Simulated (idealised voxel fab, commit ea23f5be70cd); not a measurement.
process module | voxel wiring stack
cross-section cut | 225 nm wide | cells 5 nm
A cross-section is a grid of square cells, given in bands from the top down. A band is one or more rows of cells.
Each band's line starts with the height of the band's top and of its bottom, in nm. Then come its materials from left to right, each with its width in nm. One material with "throughout" fills the band from edge to edge. "air" is empty space.
Height 0 is the level under which the wafer as received is all one material. The lowest band goes on downwards, as in "0 down".
A width such as "30 to 40" changes by the same amount from each row of cells to the next, from the band's top row to its bottom row.
"no change" after a step means that no cell of the cross-section changed.
closed voids: empty space of 8 cells or more with no open way to the top, each as width x height at its distance from the left edge, in nm
after a step's settings: what the simulator itself notes on the step
overlay nm, on a step with a mask: how far to the right of its planned place the mask lay; to the left if negative
plan
1 op RECEIVE | material Si
2 op CONFORMAL_DEP | material SiO2 | thk nm 10
3 op CONFORMAL_DEP | material SiCN | thk nm 5
4 op DIRECTIONAL_DEP | material SiO2 | thk nm 25
5 op MASKED_ETCH | tone open | mask id METAL_1 | width nm 25 | pitch nm 45 | etch materials SiO2 | depth nm 25 | overlay nm 0
6 op MASKED_ETCH | tone open | mask id METAL_1 | width nm 25 | pitch nm 45 | etch materials SiCN | depth nm 5 | overlay nm 0
7 op CONFORMAL_DEP | material TiN | thk nm 5
8 op FILL_DEP | material Ru | thk nm 5
9 op CMP | height nm 40
10 op CONFORMAL_DEP | material SiCN | thk nm 5
11 op DIRECTIONAL_DEP | material lowk | thk nm 30
12 op PATTERN | tone open | mask id METAL_2_HOLES | material resist | width nm 15 | thk nm 20 | overlay nm 0
13 op DIRECTIONAL_ETCH | etch materials lowk | depth nm 30
14 op STRIP | etch materials resist
15 op PATTERN | tone open | mask id METAL_2 | material resist | width nm 25 | pitch nm 45 | thk nm 15 | overlay nm 0
16 op DIRECTIONAL_ETCH | etch materials lowk | depth nm 15
17 op DIRECTIONAL_ETCH | etch materials SiCN | depth nm 5
18 op STRIP | etch materials resist
19 op CONFORMAL_DEP | material TiN | thk nm 5
20 op FILL_DEP | material Cu | thk nm 5
21 op CMP | height nm 75
22 op CONFORMAL_DEP | material SiCN | thk nm 5
23 op DIRECTIONAL_DEP | material SiO2 | thk nm 20
24 op PATTERN | tone open | mask id PLUG_2 | material resist | width nm 15 | pitch nm 45 | thk nm 20 | overlay nm 0
25 op DIRECTIONAL_ETCH | etch materials SiO2 | depth nm 20
26 op DIRECTIONAL_ETCH | etch materials SiCN | depth nm 5
27 op STRIP | etch materials resist
28 op EPI | material Ru | thk nm 10
29 op EPI | material Ru | thk nm 10
30 op EPI | material Ru | thk nm 5
31 op DIRECTIONAL_DEP | material TiN | thk nm 5
32 op DIRECTIONAL_DEP | material Ru | thk nm 20
33 op DIRECTIONAL_DEP | material aC | thk nm 15
34 op PATTERN | tone cover | mask id METAL_3 | material resist | width nm 25 | pitch nm 45 | thk nm 30 | overlay nm 0
35 op DIRECTIONAL_ETCH | etch materials aC | depth nm 15
36 op STRIP | etch materials resist
37 op DIRECTIONAL_ETCH | etch materials Ru | depth nm 20
38 op DIRECTIONAL_ETCH | etch materials TiN | depth nm 5
39 op STRIP | etch materials aC
40 op FILL_DEP | material SiO2 | thk nm 10
41 op CMP | height nm 125
42 op CONFORMAL_DEP | material SiCN | thk nm 5
as received, after step 1
  0 down: Si throughout
  closed voids: none
first wafer at the end, as planned
  130 to 125: SiCN throughout
  125 to 105: SiO2 75 | Ru 25 | SiO2 20 | Ru 25 | SiO2 80
  105 to 100: SiO2 75 | TiN 25 | SiO2 20 | TiN 25 | SiO2 80
  100 to 80: SiO2 75 | Ru 15 | SiO2 30 | Ru 15 | SiO2 90
  80 to 75: SiCN 75 | Ru 15 | SiCN 30 | Ru 15 | SiCN 90
  75 to 65: lowk 75 | TiN 5 | Cu 15 | TiN 5 | lowk 20 | TiN 5 | Cu 15 | TiN 5 | lowk 80
  65 to 60: lowk 75 | TiN 5 | Cu 5 | TiN 15 | lowk 20 | TiN 25 | lowk 80
  60 to 45: lowk 75 | TiN 5 | Cu 5 | TiN 5 | lowk 135
  45 to 40: SiCN 75 | TiN 15 | SiCN 135
  40 to 15: SiO2 75 | TiN 5 | Ru 15 | TiN 5 | SiO2 20 | TiN 5 | Ru 15 | TiN 5 | SiO2 80
  15 to 10: SiCN 75 | TiN 25 | SiCN 20 | TiN 25 | SiCN 80
  10 to 0: SiO2 throughout
  0 down: Si throughout
  closed voids: none
second wafer at the end: like start, like plan, one mistake
  130 to 125: SiCN throughout
  125 to 105: SiO2 75 | Ru 25 | SiO2 20 | Ru 25 | SiO2 80
  105 to 100: SiO2 75 | TiN 25 | SiO2 20 | TiN 25 | SiO2 80
  100 to 80: SiO2 75 | Ru 15 | SiO2 30 | Ru 15 | SiO2 90
  80 to 75: SiCN 75 | Ru 15 | SiCN 30 | Ru 15 | SiCN 90
  75 to 70: Cu throughout
  70 to 65: TiN 80 | Cu 15 | TiN 30 | Cu 15 | TiN 85
  65 to 55: lowk 75 | TiN 5 | Cu 15 | TiN 5 | lowk 20 | TiN 5 | Cu 15 | TiN 5 | lowk 80
  55 to 50: lowk 75 | TiN 5 | Cu 5 | TiN 15 | lowk 20 | TiN 25 | lowk 80
  50 to 35: lowk 75 | TiN 5 | Cu 5 | TiN 5 | lowk 135
  35 to 30: SiCN 75 | TiN 15 | SiCN 135
  30 to 15: SiO2 75 | TiN 5 | Ru 15 | TiN 5 | SiO2 20 | TiN 5 | Ru 15 | TiN 5 | SiO2 80
  15 to 10: SiCN 75 | TiN 25 | SiCN 20 | TiN 25 | SiCN 80
  10 to 0: SiO2 throughout
  0 down: Si throughout
  closed voids: none
what went wrong: step 9 ran as: op CMP | height nm 30
at the end the second wafer has, in cells: 51 more of Cu | 12 fewer of Ru | 70 fewer of SiO2 | 31 more of TiN
